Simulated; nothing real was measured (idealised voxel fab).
Documented hereafter: the process module known as voxel released beams.
Displayed cross-section: cut, width of 245 nm, square cells sized 5 nm.
Cross-section, as written here: a square-cell grid given band by band from the top down, where a band holds one or more rows of cells. The band entry comprises the height of the band's top followed by the height of its bottom, expressed in nm, and subsequently the band's materials from left to right, each stated together with its width in nm. Where a single material is marked with the word "edge to edge", that material fills the band from edge to edge. The word "air" represents empty space. Measure heights from 0. That's the level where, below it, the as-received wafer is all one material. The lowest band is bottomless and extends downward; write it as in "0 and below". The expression "30->40" gives the width at the extremes of the band, the first number at its top row of cells and the second at its bottom row, with the width changing by equal amounts from each row to the next in between. Where the words "no alteration" appear for a step, the cross-section shows no cell changed by that step; every cell remained as before. "Closed internal cavities" enumerates empty spaces isolated from the top, with no open way to it, that contain at least 8 cells, giving each as width x height at distance from the left edge, all three in nm. Anything after a step's settings on that line? It's the simulator's own note about the step. The optional step-line setting "overlay nm" applies to steps with a mask and quantifies how far to the right of its planned location the mask lay, a negative value indicating leftward placement.
**So here's the lineup of process steps we planned**
1) RECEIVE: material Si
2) CONFORMAL_DEP: material Al2O3, thk nm 5
3) DIRECTIONAL_DEP: material SiO2, thk nm 15
4) MASKED_ETCH: tone open, mask id ANCHOR, width nm 25, etch materials SiO2, depth nm 15, overlay nm 0
5) CONFORMAL_DEP: material polySi, thk nm 10
6) MASKED_ETCH: tone cover, mask id BEAM, width nm 70, etch materials polySi, depth nm 10, overlay nm -15
7) STRIP: etch materials SiO2
Wafers differ in overlay nm at step 6; plan lists the first wafer's value; identical starting state.
**As received, i.e. after step 1: cross-section through the first of several wafers**
  0 and below: Si edge to edge
  Closed internal cavities: none
**First of several wafers, sectioned at end of module (last step: step 7)**
  30 down to 20: air=70 | polySi=30 | air=5 | polySi=35 | air=105
  20 down to 15: air=90 | polySi=10 | air=5 | polySi=10 | air=130
  15 down to 5: air=90 | polySi=25 | air=130
  5 down to 0: Al2O3 edge to edge
  0 and below: Si edge to edge
  Closed internal cavities: none
**Final wafer of several, shown in cross-section at the end of the module**
  30 down to 20: air=105 | polySi=65 | air=75
  20 down to 15: air=90 | polySi=10 | air=5 | polySi=10 | air=130
  15 down to 5: air=90 | polySi=25 | air=130
  5 down to 0: Al2O3 edge to edge
  0 and below: Si edge to edge
  Closed internal cavities: none
**The following table contains a row per wafer, in which are reported, at the conclusion of the module, the cells of each material gained (+) or lost (-) since the wafer's receipt, with its closed voids given thereafter**
overlay nm -15, +49 Al2O3, +40 polySi, Closed internal cavities: none
overlay nm -10, +49 Al2O3, +40 polySi, Closed internal cavities: none
overlay nm -5, +49 Al2O3, +40 polySi, Closed internal cavities: none
overlay nm 0, +49 Al2O3, +40 polySi, Closed internal cavities: none
overlay nm 5, +49 Al2O3, +40 polySi, Closed internal cavities: none
overlay nm 10, +49 Al2O3, +40 polySi, Closed internal cavities: none
overlay nm 15, +49 Al2O3, +40 polySi, Closed internal cavities: none
